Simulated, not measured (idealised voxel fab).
Process module name: voxel transistor to metal
Cross-section cut: width 215 nm, square cells of 5 nm.
In this document a cross-section is written as a grid of square cells. It is given as a series of bands, listed from the top down, and a band is one or more rows of cells. In this notation a band is specified by the heights of its top and bottom, in that order and in nm, after which its materials appear from left to right, each paired with its width in nm. The word "throughout" attached to a single material means that material fills the band from edge to edge; the word "air" stands for empty space. Below 0: as-received wafer, all one material; heights counted from there. Lowest band: no bottom, goes on down, written "0 nm and below". Width spec "30 to 40" -> top row of cells at first value, bottom row at second value, equal per-row change in between. What does "nothing was modified" mean for a step? It means no cell of the cross-section changed in that step. Entry "Trapped void list". Content: empty spaces with no open connection to the top, size 8 cells or greater. Each: width x height at distance. Distance: from left edge. Unit: nm. Note: text after step settings on the step line = simulator remark on that step. overlay nm, on a step with a mask: how far to the right of its planned place the mask lay; to the left if negative.

**Process steps foreseen in the plan**
- 1: RECEIVE,material Si
- 2: CONFORMAL_DEP,material SiO2,thk nm 5
- 3: CONFORMAL_DEP,material SiN,thk nm 15
- 4: DIRECTIONAL_DEP,material aC,thk nm 15
- 5: PATTERN,tone cover,mask id ACTIVE,material resist,width nm 120,thk nm 35,overlay nm -15
- 6: DIRECTIONAL_ETCH,etch materials aC,depth nm 15
- 7: STRIP,etch materials resist
- 8: DIRECTIONAL_ETCH,etch materials SiN,depth nm 15
- 9: DIRECTIONAL_ETCH,etch materials SiO2,depth nm 5
- 10: DIRECTIONAL_ETCH,etch materials Si,depth nm 20
- 11: STRIP,etch materials aC
- 12: OXIDIZE,depth nm 5
- 13: FILL_DEP,material SiO2,thk nm 15
- 14: CMP,height nm 20
- 15: SELECTIVE_ETCH,etch materials SiO2,depth nm 10
- 16: STRIP,etch materials SiN
- 17: SELECTIVE_ETCH,etch materials SiO2,depth nm 5
- 18: OXIDIZE,depth nm 5
- 19: DIRECTIONAL_DEP,material polySi,thk nm 25
- 20: DIRECTIONAL_DEP,material SiCN,thk nm 10
- 21: MASKED_ETCH,tone cover,mask id GATE,width nm 30,etch materials SiCN,depth nm 20,overlay nm 0
- 22: MASKED_ETCH,tone cover,mask id GATE,width nm 30,etch materials polySi,depth nm 35,overlay nm 0
- 23: CONFORMAL_DEP,material SiO2,thk nm 5
- 24: DIRECTIONAL_ETCH,etch materials SiO2,depth nm 5
- 25: CONFORMAL_DEP,material SiN,thk nm 10
- 26: DIRECTIONAL_ETCH,etch materials SiN,depth nm 10
- 27: DIRECTIONAL_ETCH,etch materials SiO2,depth nm 5
- 28: EPI,material nSi,thk nm 5
- 29: FILL_DEP,material SiO2,thk nm 10
- 30: CMP,height nm 25
- 31: STRIP,etch materials polySi
- 32: SELECTIVE_ETCH,etch materials SiO2,depth nm 5
- 33: CONFORMAL_DEP,material HfO2,thk nm 5
- 34: CONFORMAL_DEP,material TiN,thk nm 5
- 35: FILL_DEP,material W,thk nm 10
- 36: CMP,height nm 20
- 37: DIRECTIONAL_DEP,material SiO2,thk nm 10
- 38: PATTERN,tone open,mask id CONTACT,material resist,width nm 20,pitch nm 90,thk nm 20,overlay nm 0
- 39: DIRECTIONAL_ETCH,etch materials SiO2,depth nm 30
- 40: STRIP,etch materials resist
- 41: CONFORMAL_DEP,material TiN,thk nm 5
- 42: FILL_DEP,material Ru,thk nm 5
- 43: CMP,height nm 30
- 44: DIRECTIONAL_DEP,material TiN,thk nm 5
- 45: DIRECTIONAL_DEP,material Ru,thk nm 15
- 46: PATTERN,tone cover,mask id METAL_1,material resist,width nm 20,pitch nm 90,thk nm 20,overlay nm 0
- 47: DIRECTIONAL_ETCH,etch materials Ru,depth nm 15
- 48: DIRECTIONAL_ETCH,etch materials TiN,depth nm 5
- 49: STRIP,etch materials resist
- 50: CONFORMAL_DEP,material SiCN,thk nm 5
- 51: FILL_DEP,material SiO2,thk nm 5
- 52: CMP,height nm 50
- 53: CONFORMAL_DEP,material SiN,thk nm 5
The value of overlay nm given for step 5 in the plan refers to the first wafer; the wafers vary in this setting and are alike at the start.

**Received condition of the first of several wafers, sectioned: post-step 1**
* 0 nm and below  Si throughout
* Trapped void list: none

**The first of several wafers, seen in cross-section after the module's last step, step 53**
* 55 nm to 50 nm  SiN throughout
* 50 nm to 35 nm  SiO2 (45), SiCN (5), Ru (20), SiCN (5), SiO2 (60), SiCN (5), Ru (20), SiCN (5), SiO2 (50)
* 35 nm to 30 nm  SiCN (50), TiN (20), SiCN (70), TiN (20), SiCN (55)
* 30 nm to 20 nm  SiO2 (50), TiN (5), Ru (10), TiN (5), SiO2 (70), TiN (5), Ru (10), TiN (5), SiO2 (55)
* 20 nm to 10 nm  SiO2 (50), TiN (5), Ru (10), TiN (5), SiO2 (5), SiN (10), HfO2 (5), TiN (5), W (20), TiN (5), HfO2 (5), SiN (10), SiO2 (5), TiN (5), Ru (10), TiN (5), SiO2 (55)
* 10 nm to 5 nm  SiO2 (50), TiN (5), Ru (10), TiN (5), SiO2 (5), SiN (10), HfO2 (5), TiN (5), W (20), TiN (5), HfO2 (5), SiN (10), SiO2 (5), TiN (20), SiO2 (55)
* 5 nm to 0 nm  SiO2 (30), SiN (10), SiO2 (10), TiN (20), SiO2 (5), SiN (10), HfO2 (5), TiN (30), HfO2 (5), SiN (10), SiO2 (5), SiN (10), TiN (10), SiO2 (55)
* 0 nm to -5 nm  SiO2 (40), nSi (35), SiO2 (10), HfO2 (40), SiO2 (10), nSi (5), SiO2 (75)
* -5 nm to -25 nm  SiO2 (35), Si (110), SiO2 (70)
* -25 nm and below  Si throughout
* Trapped void list: none

**Module end, final wafer: cross-section**
* 55 nm to 50 nm  SiN throughout
* 50 nm to 35 nm  SiO2 (45), SiCN (5), Ru (20), SiCN (5), SiO2 (60), SiCN (5), Ru (20), SiCN (5), SiO2 (50)
* 35 nm to 30 nm  SiCN (50), TiN (20), SiCN (70), TiN (20), SiCN (55)
* 30 nm to 20 nm  SiO2 (50), TiN (5), Ru (10), TiN (5), SiO2 (70), TiN (5), Ru (10), TiN (5), SiO2 (55)
* 20 nm to 10 nm  SiO2 (50), TiN (5), Ru (10), TiN (5), SiO2 (5), SiN (10), HfO2 (5), TiN (5), W (20), TiN (5), HfO2 (5), SiN (10), SiO2 (5), TiN (5), Ru (10), TiN (5), SiO2 (55)
* 10 nm to 5 nm  SiO2 (50), TiN (20), SiO2 (5), SiN (10), HfO2 (5), TiN (5), W (20), TiN (5), HfO2 (5), SiN (10), SiO2 (5), TiN (5), Ru (10), TiN (5), SiO2 (55)
* 5 nm to 0 nm  SiO2 (50), TiN (10), SiN (10), SiO2 (5), SiN (10), HfO2 (5), TiN (30), HfO2 (5), SiN (10), SiO2 (5), TiN (20), SiO2 (10), SiN (10), SiO2 (35)
* 0 nm to -5 nm  SiO2 (70), nSi (5), SiO2 (10), HfO2 (40), SiO2 (10), nSi (35), SiO2 (45)
* -5 nm to -25 nm  SiO2 (65), Si (110), SiO2 (40)
* -25 nm and below  Si throughout
* Trapped void list: none

**wafer rows; end of module; cells per material since receipt: (+) gained, (-) lost; then closed voids**
overlay nm -15, +16 HfO2, +42 Ru, -127 Si, +47 SiCN, +63 SiN, +364 SiO2, +48 TiN, +12 W, +8 nSi, Trapped void list: none
overlay nm -10, +16 HfO2, +42 Ru, -127 Si, +47 SiCN, +63 SiN, +364 SiO2, +48 TiN, +12 W, +8 nSi, Trapped void list: none
overlay nm -5, +16 HfO2, +42 Ru, -127 Si, +47 SiCN, +63 SiN, +364 SiO2, +48 TiN, +12 W, +8 nSi, Trapped void list: none
overlay nm 0, +16 HfO2, +42 Ru, -127 Si, +47 SiCN, +63 SiN, +364 SiO2, +48 TiN, +12 W, +8 nSi, Trapped void list: none
overlay nm 5, +16 HfO2, +42 Ru, -127 Si, +47 SiCN, +63 SiN, +364 SiO2, +48 TiN, +12 W, +8 nSi, Trapped void list: none
overlay nm 10, +16 HfO2, +42 Ru, -127 Si, +47 SiCN, +63 SiN, +364 SiO2, +48 TiN, +12 W, +8 nSi, Trapped void list: none
overlay nm 15, +16 HfO2, +42 Ru, -127 Si, +47 SiCN, +63 SiN, +364 SiO2, +48 TiN, +12 W, +8 nSi, Trapped void list: none
